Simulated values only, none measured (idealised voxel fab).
Proc. module: voxel ribs on slabs
Shown is cross-section cut, with a width of 240 nm and square cells of size 5 nm.
Square cells in a grid make up a cross-section in this document, and the grid is given as bands, listed from the top down, each one or more rows of cells.
Within each band entry, the heights of the top and of the bottom of the band appear first, in that order and in nm; the materials of the band then follow from left to right, each with its corresponding width in nm. The designation "throughout" on a single material indicates that it fills the band from edge to edge; the designation "air" indicates empty space.
Measure heights from 0. That's the level where, below it, the as-received wafer is all one material. The lowest band is bottomless and extends downward; write it as in "0 nm and below".
A width given as "30->40" starts at the first number in the band's top row and ends at the second number in its bottom row, shifting by an equal amount at every step from row to row.
The designation "no alteration", where it is given for a processing step, indicates that no cell of the cross-section was altered in the course of that step.
"Closed void listing" specifies each empty space that is not open to the top and that occupies no fewer than 8 cells, using the form width x height at distance, the distance measured from the left edge and all three quantities in nm.
Anything after a step's settings on that line? It's the simulator's own note about the step.
Regarding "overlay nm": on a step with a mask, it is the distance the mask lay to the right of its planned place; a negative value places it to the left.
Guide to the pairs. Each holds a before and an after cross-section around one process step; the after cross-section is cut off at the lowest band that changed. Look under the pair for the step between them and its settings. Pairs can come from different runs of this module on the same starting wafer, so a pair follows on from the one above it only where its entry headed "before" says it does.
Before
  0 nm and below  Si throughout
  Closed void listing: none
Step Result
  20 nm to 0 nm  SiO2 throughout
  Rest of section, below 0: as before.
  Closed void listing: none
Between before and after as drawn above: op DIRECTIONAL_DEP | material SiO2 | thk nm 20
before: it's just the after picture from the pair right above this one.
Step Result
  40 nm to 20 nm  SiN throughout
  Rest of section, below 20: as before.
  Closed void listing: none
Between before and after as drawn above: op DIRECTIONAL_DEP | material SiN | thk nm 20
before: it's just the after picture from the pair right above this one.
Step Result
  40 nm to 35 nm  110 air | 20 SiN | 110 air
  Rest of section, below 35: as before.
  Closed void listing: none
Between before and after as drawn above: op MASKED_ETCH | tone cover | mask id RIB | width nm 20 | etch materials SiN | depth nm 5 | overlay nm 0
before: it's just the after picture from the pair right above this one.
Step Result
  50 nm to 45 nm  110 air | 20 aC | 110 air
  45 nm to 40 nm  aC throughout
  40 nm to 35 nm  110 aC | 20 SiN | 110 aC
  Rest of section, below 35: as before.
  Closed void listing: none
Between before and after as drawn above: op DIRECTIONAL_DEP | material aC | thk nm 10
before: it's just the after picture from the pair right above this one.
Step Result
  75 nm to 50 nm  90 air | 60 resist | 90 air
  50 nm to 45 nm  90 air | 20 resist | 20 aC | 20 resist | 90 air
  Rest of section, below 45: as before.
  Closed void listing: none
Between before and after as drawn above: op PATTERN | tone cover | mask id SLAB | material resist | width nm 60 | thk nm 25 | overlay nm 0
before: it's just the after picture from the pair right above this one.
Step Result
  65 nm to 50 nm  90 air | 60 resist | 90 air
  50 nm to 45 nm  90 air | 20 resist | 20 aC | 20 resist | 90 air
  45 nm to 40 nm  90 air | 60 aC | 90 air
  40 nm to 35 nm  90 air | 20 aC | 20 SiN | 20 aC | 90 air
  Rest of section, below 35: as before.
  Closed void listing: none
Between before and after as drawn above: op DIRECTIONAL_ETCH | etch materials aC | depth nm 10
before: it's just the after picture from the pair right above this one.
Step Result
  50 nm to 40 nm  110->90 air | 20->60 aC | 110->90 air
  Rest of section, below 40: as before.
  Closed void listing: none
Between before and after as drawn above: op STRIP | etch materials resist
before: it's just the after picture from the pair right above this one.
Step Result
  50 nm to 40 nm  110->90 air | 20->60 aC | 110->90 air
  40 nm to 35 nm  90 air | 20 aC | 20 SiN | 20 aC | 90 air
  35 nm to 20 nm  90 air | 60 SiN | 90 air
  Rest of section, below 20: as before.
  Closed void listing: none
Between before and after as drawn above: op DIRECTIONAL_ETCH | etch materials SiN | depth nm 15
before: it's just the after picture from the pair right above this one.
Step Result
  40 nm to 35 nm  110 air | 20 SiN | 110 air
  Rest of section, below 35: as before.
  Closed void listing: none
Between before and after as drawn above: op STRIP | etch materials aC
before: it's just the after picture from the pair right above this one.
Step Result
  65 nm to 40 nm  SiO2 throughout
  40 nm to 35 nm  110 SiO2 | 20 SiN | 110 SiO2
  35 nm to 20 nm  90 SiO2 | 60 SiN | 90 SiO2
  Rest of section, below 20: as before.
  Closed void listing: none
Between before and after as drawn above: op FILL_DEP | material SiO2 | thk nm 25
before: it's just the after picture from the pair right above this one.
Step Result
  55 nm to 40 nm  SiO2 throughout
  Rest of section, below 40: as before.
  Closed void listing: none
Between before and after as drawn above: op CMP | height nm 55
before: it's just the after picture from the pair right above this one.
Step Result
  60 nm to 55 nm  W throughout
  Rest of section, below 55: as before.
  Closed void listing: none
Between before and after as drawn above: op DIRECTIONAL_DEP | material W | thk nm 5
before: it's just the after picture from the pair right above this one.
Step Result
  75 nm to 60 nm  aC throughout
  Rest of section, below 60: as before.
  Closed void listing: none
Between before and after as drawn above: op DIRECTIONAL_DEP | material aC | thk nm 15
before: it's just the after picture from the pair right above this one.
Step Result
  105 nm to 75 nm  105 air | 30 resist | 105 air
  Rest of section, below 75: as before.
  Closed void listing: none
Between before and after as drawn above: op PATTERN | tone cover | mask id HEATER | material resist | width nm 30 | thk nm 30 | overlay nm 0
before: it's just the after picture from the pair right above this one.
Step Result
  90 nm to 75 nm  105 air | 30 resist | 105 air
  75 nm to 60 nm  105 air | 30 aC | 105 air
  Rest of section, below 60: as before.
  Closed void listing: none
Between before and after as drawn above: op DIRECTIONAL_ETCH | etch materials aC | depth nm 15
before: it's just the after picture from the pair right above this one.
Step Result
  75 nm to 60 nm  105 air | 30 aC | 105 air
  Rest of section, below 60: as before.
  Closed void listing: none
Between before and after as drawn above: op STRIP | etch materials resist
before: it's just the after picture from the pair right above this one.
Step Result
  75 nm to 60 nm  105 air | 30 aC | 105 air
  60 nm to 55 nm  105 air | 30 W | 105 air
  Rest of section, below 55: as before.
  Closed void listing: none
Between before and after as drawn above: op DIRECTIONAL_ETCH | etch materials W | depth nm 5
before: it's just the after picture from the pair right above this one.
Step Result
  60 nm to 55 nm  105 air | 30 W | 105 air
  Rest of section, below 55: as before.
  Closed void listing: none
Between before and after as drawn above: op STRIP | etch materials aC
before: it's just the after picture from the pair right above this one.
Step Result
  65 nm to 60 nm  100 air | 40 SiO2 | 100 air
  60 nm to 55 nm  105 SiO2 | 30 W | 105 SiO2
  Rest of section, below 55: as before.
  Closed void listing: none
Between before and after as drawn above: op CONFORMAL_DEP | material SiO2 | thk nm 5
Before
  20 nm to 0 nm  SiO2 throughout
  0 nm and below  Si throughout
  Closed void listing: none
Step Result
  40 nm to 0 nm  SiO2 throughout
  Rest of section, below 0: as before.
  Closed void listing: none
Between before and after as drawn above: op DIRECTIONAL_DEP | material SiO2 | thk nm 20
before: it's just the after picture from the pair right above this one.
Step Result
  60 nm to 40 nm  SiN throughout
  Rest of section, below 40: as before.
  Closed void listing: none
Between before and after as drawn above: op DIRECTIONAL_DEP | material SiN | thk nm 20
before: it's just the after picture from the pair right above this one.
Step Result
  60 nm to 55 nm  110 air | 20 SiN | 110 air
  Rest of section, below 55: as before.
  Closed void listing: none
Between before and after as drawn above: op MASKED_ETCH | tone cover | mask id RIB | width nm 20 | etch materials SiN | depth nm 5 | overlay nm 0
before: it's just the after picture from the pair right above this one.
Step Result
  70 nm to 65 nm  110 air | 20 aC | 110 air
  65 nm to 60 nm  aC throughout
  60 nm to 55 nm  110 aC | 20 SiN | 110 aC
  Rest of section, below 55: as before.
  Closed void listing: none
Between before and after as drawn above: op DIRECTIONAL_DEP | material aC | thk nm 10
before: it's just the after picture from the pair right above this one.
Step Result
  95 nm to 70 nm  90 air | 60 resist | 90 air
  70 nm to 65 nm  90 air | 20 resist | 20 aC | 20 resist | 90 air
  Rest of section, below 65: as before.
  Closed void listing: none
Between before and after as drawn above: op PATTERN | tone cover | mask id SLAB | material resist | width nm 60 | thk nm 25 | overlay nm 0
before: it's just the after picture from the pair right above this one.
Step Result
  85 nm to 70 nm  90 air | 60 resist | 90 air
  70 nm to 65 nm  90 air | 20 resist | 20 aC | 20 resist | 90 air
  65 nm to 60 nm  90 air | 60 aC | 90 air
  60 nm to 55 nm  90 air | 20 aC | 20 SiN | 20 aC | 90 air
  Rest of section, below 55: as before.
  Closed void listing: none
Between before and after as drawn above: op DIRECTIONAL_ETCH | etch materials aC | depth nm 10
before: it's just the after picture from the pair right above this one.
Step Result
  70 nm to 60 nm  110->90 air | 20->60 aC | 110->90 air
  Rest of section, below 60: as before.
  Closed void listing: none
Between before and after as drawn above: op STRIP | etch materials resist
before: it's just the after picture from the pair right above this one.
Step Result
  70 nm to 60 nm  110->90 air | 20->60 aC | 110->90 air
  60 nm to 55 nm  90 air | 20 aC | 20 SiN | 20 aC | 90 air
  55 nm to 40 nm  90 air | 60 SiN | 90 air
  Rest of section, below 40: as before.
  Closed void listing: none
Between before and after as drawn above: op DIRECTIONAL_ETCH | etch materials SiN | depth nm 15
before: it's just the after picture from the pair right above this one.
Step Result
  60 nm to 55 nm  110 air | 20 SiN | 110 air
  Rest of section, below 55: as before.
  Closed void listing: none
Between before and after as drawn above: op STRIP | etch materials aC
before: it's just the after picture from the pair right above this one.
Step Result
  85 nm to 60 nm  SiO2 throughout
  60 nm to 55 nm  110 SiO2 | 20 SiN | 110 SiO2
  55 nm to 40 nm  90 SiO2 | 60 SiN | 90 SiO2
  Rest of section, below 40: as before.
  Closed void listing: none
Between before and after as drawn above: op FILL_DEP | material SiO2 | thk nm 25
before: it's just the after picture from the pair right above this one.
Step Result
  55 nm to 40 nm  90 SiO2 | 60 SiN | 90 SiO2
  Rest of section, below 40: as before.
  Closed void listing: none
Between before and after as drawn above: op CMP | height nm 55
before: it's just the after picture from the pair right above this one.
Step Result
  60 nm to 55 nm  W throughout
  Rest of section, below 55: as before.
  Closed void listing: none
Between before and after as drawn above: op DIRECTIONAL_DEP | material W | thk nm 5
before: it's just the after picture from the pair right above this one.
Step Result
  75 nm to 60 nm  aC throughout
  Rest of section, below 60: as before.
  Closed void listing: none
Between before and after as drawn above: op DIRECTIONAL_DEP | material aC | thk nm 15
before: it's just the after picture from the pair right above this one.
Step Result
  105 nm to 75 nm  105 air | 30 resist | 105 air
  Rest of section, below 75: as before.
  Closed void listing: none
Between before and after as drawn above: op PATTERN | tone cover | mask id HEATER | material resist | width nm 30 | thk nm 30 | overlay nm 0
before: it's just the after picture from the pair right above this one.
Step Result
  90 nm to 75 nm  105 air | 30 resist | 105 air
  75 nm to 60 nm  105 air | 30 aC | 105 air
  Rest of section, below 60: as before.
  Closed void listing: none
Between before and after as drawn above: op DIRECTIONAL_ETCH | etch materials aC | depth nm 15
before: it's just the after picture from the pair right above this one.
Step Result
  75 nm to 60 nm  105 air | 30 aC | 105 air
  Rest of section, below 60: as before.
  Closed void listing: none
Between before and after as drawn above: op STRIP | etch materials resist
before: it's just the after picture from the pair right above this one.
Step Result
  75 nm to 60 nm  105 air | 30 aC | 105 air
  60 nm to 55 nm  105 air | 30 W | 105 air
  Rest of section, below 55: as before.
  Closed void listing: none
Between before and after as drawn above: op DIRECTIONAL_ETCH | etch materials W | depth nm 5
before: it's just the after picture from the pair right above this one.
Step Result
  60 nm to 55 nm  105 air | 30 W | 105 air
  Rest of section, below 55: as before.
  Closed void listing: none
Between before and after as drawn above: op STRIP | etch materials aC
before: it's just the after picture from the pair right above this one.
Step Result
  65 nm to 60 nm  100 air | 40 SiO2 | 100 air
  60 nm to 55 nm  105 SiO2 | 30 W | 105 SiO2
  Rest of section, below 55: as before.
  Closed void listing: none
Between before and after as drawn above: op CONFORMAL_DEP | material SiO2 | thk nm 5
Before
  0 nm and below  Si throughout
  Closed void listing: none
Step Result
  20 nm to 0 nm  SiN throughout
  Rest of section, below 0: as before.
  Closed void listing: none
Between before and after as drawn above: op DIRECTIONAL_DEP | material SiN | thk nm 20
before: it's just the after picture from the pair right above this one.
Step Result
  40 nm to 20 nm  SiO2 throughout
  Rest of section, below 20: as before.
  Closed void listing: none
Between before and after as drawn above: op DIRECTIONAL_DEP | material SiO2 | thk nm 20
before: it's just the after picture from the pair right above this one.
Step Result
  50 nm to 40 nm  aC throughout
  Rest of section, below 40: as before.
  Closed void listing: none
Between before and after as drawn above: op DIRECTIONAL_DEP | material aC | thk nm 10
before: it's just the after picture from the pair right above this one.
Step Result
  75 nm to 50 nm  90 air | 60 resist | 90 air
  Rest of section, below 50: as before.
  Closed void listing: none
Between before and after as drawn above: op PATTERN | tone cover | mask id SLAB | material resist | width nm 60 | thk nm 25 | overlay nm 0
before: it's just the after picture from the pair right above this one.
Step Result
  65 nm to 50 nm  90 air | 60 resist | 90 air
  50 nm to 40 nm  90 air | 60 aC | 90 air
  Rest of section, below 40: as before.
  Closed void listing: none
Between before and after as drawn above: op DIRECTIONAL_ETCH | etch materials aC | depth nm 10
before: it's just the after picture from the pair right above this one.
Step Result
  50 nm to 40 nm  90 air | 60 aC | 90 air
  Rest of section, below 40: as before.
  Closed void listing: none
Between before and after as drawn above: op STRIP | etch materials resist
before: it's just the after picture from the pair right above this one.
Step Result
  40 nm to 20 nm  SiO2 throughout
  Rest of section, below 20: as before.
  Closed void listing: none
Between before and after as drawn above: op STRIP | etch materials aC
before: it's just the after picture from the pair right above this one.
Step Result
  65 nm to 20 nm  SiO2 throughout
  Rest of section, below 20: as before.
  Closed void listing: none
Between before and after as drawn above: op FILL_DEP | material SiO2 | thk nm 25
before: it's just the after picture from the pair right above this one.
Step Result
  55 nm to 20 nm  SiO2 throughout
  Rest of section, below 20: as before.
  Closed void listing: none
Between before and after as drawn above: op CMP | height nm 55
before: it's just the after picture from the pair right above this one.
Step Result
  60 nm to 55 nm  W throughout
  Rest of section, below 55: as before.
  Closed void listing: none
Between before and after as drawn above: op DIRECTIONAL_DEP | material W | thk nm 5
before: it's just the after picture from the pair right above this one.
Step Result
  75 nm to 60 nm  aC throughout
  Rest of section, below 60: as before.
  Closed void listing: none
Between before and after as drawn above: op DIRECTIONAL_DEP | material aC | thk nm 15
before: it's just the after picture from the pair right above this one.
Step Result
  105 nm to 75 nm  105 air | 30 resist | 105 air
  Rest of section, below 75: as before.
  Closed void listing: none
Between before and after as drawn above: op PATTERN | tone cover | mask id HEATER | material resist | width nm 30 | thk nm 30 | overlay nm 0
before: it's just the after picture from the pair right above this one.
Step Result
  90 nm to 75 nm  105 air | 30 resist | 105 air
  75 nm to 60 nm  105 air | 30 aC | 105 air
  Rest of section, below 60: as before.
  Closed void listing: none
Between before and after as drawn above: op DIRECTIONAL_ETCH | etch materials aC | depth nm 15
before: it's just the after picture from the pair right above this one.
Step Result
  75 nm to 60 nm  105 air | 30 aC | 105 air
  Rest of section, below 60: as before.
  Closed void listing: none
Between before and after as drawn above: op STRIP | etch materials resist
before: it's just the after picture from the pair right above this one.
Step Result
  75 nm to 60 nm  105 air | 30 aC | 105 air
  60 nm to 55 nm  105 air | 30 W | 105 air
  Rest of section, below 55: as before.
  Closed void listing: none
Between before and after as drawn above: op DIRECTIONAL_ETCH | etch materials W | depth nm 5
before: it's just the after picture from the pair right above this one.
Step Result
  60 nm to 55 nm  105 air | 30 W | 105 air
  Rest of section, below 55: as before.
  Closed void listing: none
Between before and after as drawn above: op STRIP | etch materials aC
before: it's just the after picture from the pair right above this one.
Step Result
  65 nm to 60 nm  100 air | 40 SiO2 | 100 air
  60 nm to 55 nm  105 SiO2 | 30 W | 105 SiO2
  Rest of section, below 55: as before.
  Closed void listing: none
Between before and after as drawn above: op CONFORMAL_DEP | material SiO2 | thk nm 5
Before
  65 nm to 40 nm  SiO2 throughout
  40 nm to 35 nm  110 SiO2 | 20 SiN | 110 SiO2
  35 nm to 20 nm  90 SiO2 | 60 SiN | 90 SiO2
  20 nm to 0 nm  SiO2 throughout
  0 nm and below  Si throughout
  Closed void listing: none
Step Result
  45 nm to 40 nm  SiO2 throughout
  Rest of section, below 40: as before.
  Closed void listing: none
Between before and after as drawn above: op CMP | height nm 45
before: it's just the after picture from the pair right above this one.
Step Result
  50 nm to 45 nm  W throughout
  Rest of section, below 45: as before.
  Closed void listing: none
Between before and after as drawn above: op DIRECTIONAL_DEP | material W | thk nm 5
before: it's just the after picture from the pair right above this one.
Step Result
  65 nm to 50 nm  aC throughout
  Rest of section, below 50: as before.
  Closed void listing: none
Between before and after as drawn above: op DIRECTIONAL_DEP | material aC | thk nm 15
before: it's just the after picture from the pair right above this one.
Step Result
  95 nm to 65 nm  105 air | 30 resist | 105 air
  Rest of section, below 65: as before.
  Closed void listing: none
Between before and after as drawn above: op PATTERN | tone cover | mask id HEATER | material resist | width nm 30 | thk nm 30 | overlay nm 0
before: it's just the after picture from the pair right above this one.
Step Result
  80 nm to 65 nm  105 air | 30 resist | 105 air
  65 nm to 50 nm  105 air | 30 aC | 105 air
  Rest of section, below 50: as before.
  Closed void listing: none
Between before and after as drawn above: op DIRECTIONAL_ETCH | etch materials aC | depth nm 15
before: it's just the after picture from the pair right above this one.
Step Result
  65 nm to 50 nm  105 air | 30 aC | 105 air
  Rest of section, below 50: as before.
  Closed void listing: none
Between before and after as drawn above: op STRIP | etch materials resist
before: it's just the after picture from the pair right above this one.
Step Result
  65 nm to 50 nm  105 air | 30 aC | 105 air
  50 nm to 45 nm  105 air | 30 W | 105 air
  Rest of section, below 45: as before.
  Closed void listing: none
Between before and after as drawn above: op DIRECTIONAL_ETCH | etch materials W | depth nm 5
before: it's just the after picture from the pair right above this one.
Step Result
  50 nm to 45 nm  105 air | 30 W | 105 air
  Rest of section, below 45: as before.
  Closed void listing: none
Between before and after as drawn above: op STRIP | etch materials aC
before: it's just the after picture from the pair right above this one.
Step Result
  55 nm to 50 nm  100 air | 40 SiO2 | 100 air
  50 nm to 45 nm  105 SiO2 | 30 W | 105 SiO2
  Rest of section, below 45: as before.
  Closed void listing: none
Between before and after as drawn above: op CONFORMAL_DEP | material SiO2 | thk nm 5
Before
  40 nm to 20 nm  SiN throughout
  20 nm to 0 nm  SiO2 throughout
  0 nm and below  Si throughout
  Closed void listing: none
Step Result
  40 nm to 35 nm  110 air | 25 SiN | 105 air
  Rest of section, below 35: as before.
  Closed void listing: none
Between before and after as drawn above: op MASKED_ETCH | tone cover | mask id RIB | width nm 25 | etch materials SiN | depth nm 5 | overlay nm 0
before: it's just the after picture from the pair right above this one.
Step Result
  50 nm to 45 nm  110 air | 25 aC | 105 air
  45 nm to 40 nm  aC throughout
  40 nm to 35 nm  110 aC | 25 SiN | 105 aC
  Rest of section, below 35: as before.
  Closed void listing: none
Between before and after as drawn above: op DIRECTIONAL_DEP | material aC | thk nm 10
before: it's just the after picture from the pair right above this one.
Step Result
  75 nm to 50 nm  90 air | 60 resist | 90 air
  50 nm to 45 nm  90 air | 20 resist | 25 aC | 15 resist | 90 air
  Rest of section, below 45: as before.
  Closed void listing: none
Between before and after as drawn above: op PATTERN | tone cover | mask id SLAB | material resist | width nm 60 | thk nm 25 | overlay nm 0
before: it's just the after picture from the pair right above this one.
Step Result
  65 nm to 50 nm  90 air | 60 resist | 90 air
  50 nm to 45 nm  90 air | 20 resist | 25 aC | 15 resist | 90 air
  45 nm to 40 nm  90 air | 60 aC | 90 air
  40 nm to 35 nm  90 air | 20 aC | 25 SiN | 15 aC | 90 air
  Rest of section, below 35: as before.
  Closed void listing: none
Between before and after as drawn above: op DIRECTIONAL_ETCH | etch materials aC | depth nm 10
before: it's just the after picture from the pair right above this one.
Step Result
  50 nm to 40 nm  110->90 air | 25->60 aC | 105->90 air
  Rest of section, below 40: as before.
  Closed void listing: none
Between before and after as drawn above: op STRIP | etch materials resist
before: it's just the after picture from the pair right above this one.
Step Result
  50 nm to 40 nm  110->90 air | 25->60 aC | 105->90 air
  40 nm to 35 nm  90 air | 20 aC | 25 SiN | 15 aC | 90 air
  35 nm to 20 nm  90 air | 60 SiN | 90 air
  Rest of section, below 20: as before.
  Closed void listing: none
Between before and after as drawn above: op DIRECTIONAL_ETCH | etch materials SiN | depth nm 15
before: it's just the after picture from the pair right above this one.
Step Result
  40 nm to 35 nm  110 air | 25 SiN | 105 air
  Rest of section, below 35: as before.
  Closed void listing: none
Between before and after as drawn above: op STRIP | etch materials aC
before: it's just the after picture from the pair right above this one.
Step Result
  65 nm to 40 nm  SiO2 throughout
  40 nm to 35 nm  110 SiO2 | 25 SiN | 105 SiO2
  35 nm to 20 nm  90 SiO2 | 60 SiN | 90 SiO2
  Rest of section, below 20: as before.
  Closed void listing: none
Between before and after as drawn above: op FILL_DEP | material SiO2 | thk nm 25
before: it's just the after picture from the pair right above this one.
Step Result
  55 nm to 40 nm  SiO2 throughout
  Rest of section, below 40: as before.
  Closed void listing: none
Between before and after as drawn above: op CMP | height nm 55
before: it's just the after picture from the pair right above this one.
Step Result
  60 nm to 55 nm  W throughout
  Rest of section, below 55: as before.
  Closed void listing: none
Between before and after as drawn above: op DIRECTIONAL_DEP | material W | thk nm 5
before: it's just the after picture from the pair right above this one.
Step Result
  75 nm to 60 nm  aC throughout
  Rest of section, below 60: as before.
  Closed void listing: none
Between before and after as drawn above: op DIRECTIONAL_DEP | material aC | thk nm 15
before: it's just the after picture from the pair right above this one.
Step Result
  105 nm to 75 nm  105 air | 30 resist | 105 air
  Rest of section, below 75: as before.
  Closed void listing: none
Between before and after as drawn above: op PATTERN | tone cover | mask id HEATER | material resist | width nm 30 | thk nm 30 | overlay nm 0
before: it's just the after picture from the pair right above this one.
Step Result
  90 nm to 75 nm  105 air | 30 resist | 105 air
  75 nm to 60 nm  105 air | 30 aC | 105 air
  Rest of section, below 60: as before.
  Closed void listing: none
Between before and after as drawn above: op DIRECTIONAL_ETCH | etch materials aC | depth nm 15
before: it's just the after picture from the pair right above this one.
Step Result
  75 nm to 60 nm  105 air | 30 aC | 105 air
  Rest of section, below 60: as before.
  Closed void listing: none
Between before and after as drawn above: op STRIP | etch materials resist
before: it's just the after picture from the pair right above this one.
Step Result
  75 nm to 60 nm  105 air | 30 aC | 105 air
  60 nm to 55 nm  105 air | 30 W | 105 air
  Rest of section, below 55: as before.
  Closed void listing: none
Between before and after as drawn above: op DIRECTIONAL_ETCH | etch materials W | depth nm 5
before: it's just the after picture from the pair right above this one.
Step Result
  60 nm to 55 nm  105 air | 30 W | 105 air
  Rest of section, below 55: as before.
  Closed void listing: none
Between before and after as drawn above: op STRIP | etch materials aC
before: it's just the after picture from the pair right above this one.
Step Result
  65 nm to 60 nm  100 air | 40 SiO2 | 100 air
  60 nm to 55 nm  105 SiO2 | 30 W | 105 SiO2
  Rest of section, below 55: as before.
  Closed void listing: none
Between before and after as drawn above: op CONFORMAL_DEP | material SiO2 | thk nm 5
Before
  50 nm to 45 nm  110 air | 20 aC | 110 air
  45 nm to 40 nm  aC throughout
  40 nm to 35 nm  110 aC | 20 SiN | 110 aC
  35 nm to 20 nm  SiN throughout
  20 nm to 0 nm  SiO2 throughout
  0 nm and below  Si throughout
  Closed void listing: none
Step Result
  75 nm to 50 nm  100 air | 60 resist | 80 air
  50 nm to 45 nm  100 air | 10 resist | 20 aC | 30 resist | 80 air
  Rest of section, below 45: as before.
  Closed void listing: none
Between before and after as drawn above: op PATTERN | tone cover | mask id SLAB | material resist | width nm 60 | thk nm 25 | overlay nm 10
before: it's just the after picture from the pair right above this one.
Step Result
  65 nm to 50 nm  100 air | 60 resist | 80 air
  50 nm to 45 nm  100 air | 10 resist | 20 aC | 30 resist | 80 air
  45 nm to 40 nm  100 air | 60 aC | 80 air
  40 nm to 35 nm  100 air | 10 aC | 20 SiN | 30 aC | 80 air
  Rest of section, below 35: as before.
  Closed void listing: none
Between before and after as drawn above: op DIRECTIONAL_ETCH | etch materials aC | depth nm 10
before: it's just the after picture from the pair right above this one.
Step Result
  50 nm to 40 nm  110->100 air | 20->60 aC | 110->80 air
  Rest of section, below 40: as before.
  Closed void listing: none
Between before and after as drawn above: op STRIP | etch materials resist
before: it's just the after picture from the pair right above this one.
Step Result
  50 nm to 40 nm  110->100 air | 20->60 aC | 110->80 air
  40 nm to 35 nm  100 air | 10 aC | 20 SiN | 30 aC | 80 air
  35 nm to 20 nm  100 air | 60 SiN | 80 air
  Rest of section, below 20: as before.
  Closed void listing: none
Between before and after as drawn above: op DIRECTIONAL_ETCH | etch materials SiN | depth nm 15
before: it's just the after picture from the pair right above this one.
Step Result
  40 nm to 35 nm  110 air | 20 SiN | 110 air
  Rest of section, below 35: as before.
  Closed void listing: none
Between before and after as drawn above: op STRIP | etch materials aC
before: it's just the after picture from the pair right above this one.
Step Result
  65 nm to 40 nm  SiO2 throughout
  40 nm to 35 nm  110 SiO2 | 20 SiN | 110 SiO2
  35 nm to 20 nm  100 SiO2 | 60 SiN | 80 SiO2
  Rest of section, below 20: as before.
  Closed void listing: none
Between before and after as drawn above: op FILL_DEP | material SiO2 | thk nm 25
before: it's just the after picture from the pair right above this one.
Step Result
  55 nm to 40 nm  SiO2 throughout
  Rest of section, below 40: as before.
  Closed void listing: none
Between before and after as drawn above: op CMP | height nm 55
before: it's just the after picture from the pair right above this one.
Step Result
  60 nm to 55 nm  W throughout
  Rest of section, below 55: as before.
  Closed void listing: none
Between before and after as drawn above: op DIRECTIONAL_DEP | material W | thk nm 5
before: it's just the after picture from the pair right above this one.
Step Result
  75 nm to 60 nm  aC throughout
  Rest of section, below 60: as before.
  Closed void listing: none
Between before and after as drawn above: op DIRECTIONAL_DEP | material aC | thk nm 15
before: it's just the after picture from the pair right above this one.
Step Result
  105 nm to 75 nm  105 air | 30 resist | 105 air
  Rest of section, below 75: as before.
  Closed void listing: none
Between before and after as drawn above: op PATTERN | tone cover | mask id HEATER | material resist | width nm 30 | thk nm 30 | overlay nm 0
before: it's just the after picture from the pair right above this one.
Step Result
  90 nm to 75 nm  105 air | 30 resist | 105 air
  75 nm to 60 nm  105 air | 30 aC | 105 air
  Rest of section, below 60: as before.
  Closed void listing: none
Between before and after as drawn above: op DIRECTIONAL_ETCH | etch materials aC | depth nm 15
before: it's just the after picture from the pair right above this one.
Step Result
  75 nm to 60 nm  105 air | 30 aC | 105 air
  Rest of section, below 60: as before.
  Closed void listing: none
Between before and after as drawn above: op STRIP | etch materials resist
before: it's just the after picture from the pair right above this one.
Step Result
  75 nm to 60 nm  105 air | 30 aC | 105 air
  60 nm to 55 nm  105 air | 30 W | 105 air
  Rest of section, below 55: as before.
  Closed void listing: none
Between before and after as drawn above: op DIRECTIONAL_ETCH | etch materials W | depth nm 5
before: it's just the after picture from the pair right above this one.
Step Result
  60 nm to 55 nm  105 air | 30 W | 105 air
  Rest of section, below 55: as before.
  Closed void listing: none
Between before and after as drawn above: op STRIP | etch materials aC
before: it's just the after picture from the pair right above this one.
Step Result
  65 nm to 60 nm  100 air | 40 SiO2 | 100 air
  60 nm to 55 nm  105 SiO2 | 30 W | 105 SiO2
  Rest of section, below 55: as before.
  Closed void listing: none
Between before and after as drawn above: op CONFORMAL_DEP | material SiO2 | thk nm 5
Before
  60 nm to 55 nm  W throughout
  55 nm to 40 nm  SiO2 throughout
  40 nm to 35 nm  110 SiO2 | 20 SiN | 110 SiO2
  35 nm to 20 nm  90 SiO2 | 60 SiN | 90 SiO2
  20 nm to 0 nm  SiO2 throughout
  0 nm and below  Si throughout
  Closed void listing: none
Step Result
  75 nm to 60 nm  SiO2 throughout
  Rest of section, below 60: as before.
  Closed void listing: none
Between before and after as drawn above: op DIRECTIONAL_DEP | material SiO2 | thk nm 15
before: it's just the after picture from the pair right above this one.
Step Result
  105 nm to 75 nm  105 air | 30 resist | 105 air
  Rest of section, below 75: as before.
  Closed void listing: none
Between before and after as drawn above: op PATTERN | tone cover | mask id HEATER | material resist | width nm 30 | thk nm 30 | overlay nm 0
before: it's just the after picture from the pair right above this one.
Step Result
  90 nm to 75 nm  105 air | 30 resist | 105 air
  Rest of section, below 75: as before.
  Closed void listing: none
Between before and after as drawn above: op DIRECTIONAL_ETCH | etch materials aC | depth nm 15
before: it's just the after picture from the pair right above this one.
Step Result
  75 nm to 60 nm  SiO2 throughout
  Rest of section, below 60: as before.
  Closed void listing: none
Between before and after as drawn above: op STRIP | etch materials resist
before: it's just the after picture from the pair right above this one.
Step Result
  80 nm to 60 nm  SiO2 throughout
  Rest of section, below 60: as before.
  Closed void listing: none
Between before and after as drawn above: op CONFORMAL_DEP | material SiO2 | thk nm 5
Before
  40 nm to 20 nm  SiN throughout
  20 nm to 0 nm  SiO2 throughout
  0 nm and below  Si throughout
  Closed void listing: none
Step Result
  40 nm to 35 nm  110 SiN | 20 air | 110 SiN
  Rest of section, below 35: as before.
  Closed void listing: none
Between before and after as drawn above: op MASKED_ETCH | tone open | mask id RIB | width nm 20 | etch materials SiN | depth nm 5 | overlay nm 0
before: it's just the after picture from the pair right above this one.
Step Result
  50 nm to 45 nm  110 aC | 20 air | 110 aC
  45 nm to 40 nm  aC throughout
  40 nm to 35 nm  110 SiN | 20 aC | 110 SiN
  Rest of section, below 35: as before.
  Closed void listing: none
Between before and after as drawn above: op DIRECTIONAL_DEP | material aC | thk nm 10
before: it's just the after picture from the pair right above this one.
Step Result
  75 nm to 50 nm  90 air | 60 resist | 90 air
  50 nm to 45 nm  110 aC | 20 resist | 110 aC
  Rest of section, below 45: as before.
  Closed void listing: none
Between before and after as drawn above: op PATTERN | tone cover | mask id SLAB | material resist | width nm 60 | thk nm 25 | overlay nm 0
before: it's just the after picture from the pair right above this one.
Step Result
  65 nm to 50 nm  90 air | 60 resist | 90 air
  50 nm to 45 nm  90 air | 20 aC | 20 resist | 20 aC | 90 air
  45 nm to 40 nm  90 air | 60 aC | 90 air
  Rest of section, below 40: as before.
  Closed void listing: none
Between before and after as drawn above: op DIRECTIONAL_ETCH | etch materials aC | depth nm 10
before: it's just the after picture from the pair right above this one.
Step Result
  50 nm to 45 nm  90 air | 20 aC | 20 air | 20 aC | 90 air
  Rest of section, below 45: as before.
  Closed void listing: none
Between before and after as drawn above: op STRIP | etch materials resist
before: it's just the after picture from the pair right above this one.
Step Result
  50 nm to 45 nm  90 air | 20 aC | 20 air | 20 aC | 90 air
  45 nm to 40 nm  90 air | 60 aC | 90 air
  40 nm to 35 nm  90 air | 20 SiN | 20 aC | 20 SiN | 90 air
  35 nm to 25 nm  90 air | 60 SiN | 90 air
  Rest of section, below 25: as before.
  Closed void listing: none
Between before and after as drawn above: op DIRECTIONAL_ETCH | etch materials SiN | depth nm 15
